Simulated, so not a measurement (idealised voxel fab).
Process module in this document: voxel gate over fins
In the cross-section labelled cut, the width is 165 nm and each square cell is 5 nm.
How to read a cross-section here: the picture is a grid of square cells, written as bands going from the top down, and any band can span one or more rows of cells. A band entry consists of two parts. The first gives the height of the band's top and the height of its bottom, in nm. The rest lists the band's materials from left to right, each with its width in nm. A single material labelled with the word "everywhere" fills the band from edge to edge, and the word "air" marks empty space. Counting heights begins at 0, where everything beneath is, in the wafer as received, one material. The lowest band has no bottom; it goes on downwards, as "z 0 and below" shows. So if you see something like "30..40" for the width, read it as the top row of the band sitting at the first number and the bottom row at the second, with every row in between moving by the same amount as the last. Step note "no modification" = no cross-section cell changed. Entry "Closed void table" = empty spaces >= 8 cells with no open way to the top; each as width x height at distance, distance from left edge, all nm. after a step's settings: what the simulator itself notes on the step. The line of a step may include "overlay nm". On a step with a mask, this value is how far to the right of its planned place the mask lay. A negative value means the mask lay to the left.
### The following list gives the planned process steps
1) RECEIVE with material Si
2) CONFORMAL_DEP with material SiN, thk nm 10
3) PATTERN with tone cover, mask id FINS, material resist, width nm 15, pitch nm 60, thk nm 20, overlay nm 0
4) DIRECTIONAL_ETCH with etch materials SiN, depth nm 10
5) DIRECTIONAL_ETCH with etch materials Si, depth nm 30
6) STRIP with etch materials resist
7) FILL_DEP with material SiO2, thk nm 10
8) CMP with height nm 10
9) DIRECTIONAL_DEP with material aC, thk nm 15
10) PATTERN with tone open, mask id RAIL, material resist, width nm 15, thk nm 30, overlay nm 0
11) DIRECTIONAL_ETCH with etch materials aC, depth nm 15
12) STRIP with etch materials resist
13) DIRECTIONAL_ETCH with etch materials SiO2, depth nm 35
14) STRIP with etch materials aC
15) CONFORMAL_DEP with material TiN, thk nm 5
16) FILL_DEP with material Ru, thk nm 10
17) CMP with height nm 10
18) SELECTIVE_ETCH with etch materials W Ru TiN, depth nm 30
19) FILL_DEP with material SiO2, thk nm 5
20) CMP with height nm 10
21) SELECTIVE_ETCH with etch materials SiO2, depth nm 20
22) STRIP with etch materials SiN
23) CONFORMAL_DEP with material HfO2, thk nm 5
24) CONFORMAL_DEP with material TiN, thk nm 5
25) FILL_DEP with material W, thk nm 10
26) CMP with height nm 15
27) CONFORMAL_DEP with material SiCN, thk nm 5
### Cross-section of the incoming wafer, state after step 1
- z 0 and below = Si everywhere
- Closed void table: none
### Cross-section at module end, one run error; start and plan unchanged from above
- z 20 to 15 = SiCN everywhere
- z 15 to 10 = W everywhere
- z 10 to 5 = W (35) | TiN (35) | W (25) | TiN (35) | W (35)
- z 5 to 0 = W (35) | TiN (5) | HfO2 (25) | TiN (5) | W (25) | TiN (5) | HfO2 (25) | TiN (5) | W (35)
- z 0 to -5 = TiN (40) | HfO2 (5) | Si (15) | HfO2 (5) | TiN (35) | HfO2 (5) | Si (15) | HfO2 (5) | TiN (40)
- z -5 to -10 = HfO2 (45) | Si (15) | HfO2 (45) | Si (15) | HfO2 (45)
- z -10 to -20 = SiO2 (45) | Si (15) | SiO2 (45) | Si (15) | SiO2 (45)
- z -20 to -25 = SiO2 (45) | Si (15) | SiO2 (15) | TiN (15) | SiO2 (15) | Si (15) | SiO2 (45)
- z -25 to -60 = SiO2 (45) | Si (15) | SiO2 (45) | Si (15) | SiO2 (45)
- z -60 and below = Si everywhere
- Closed void table: none
Which mistake was made when the wafer was run? the plan's step 5 ran twice
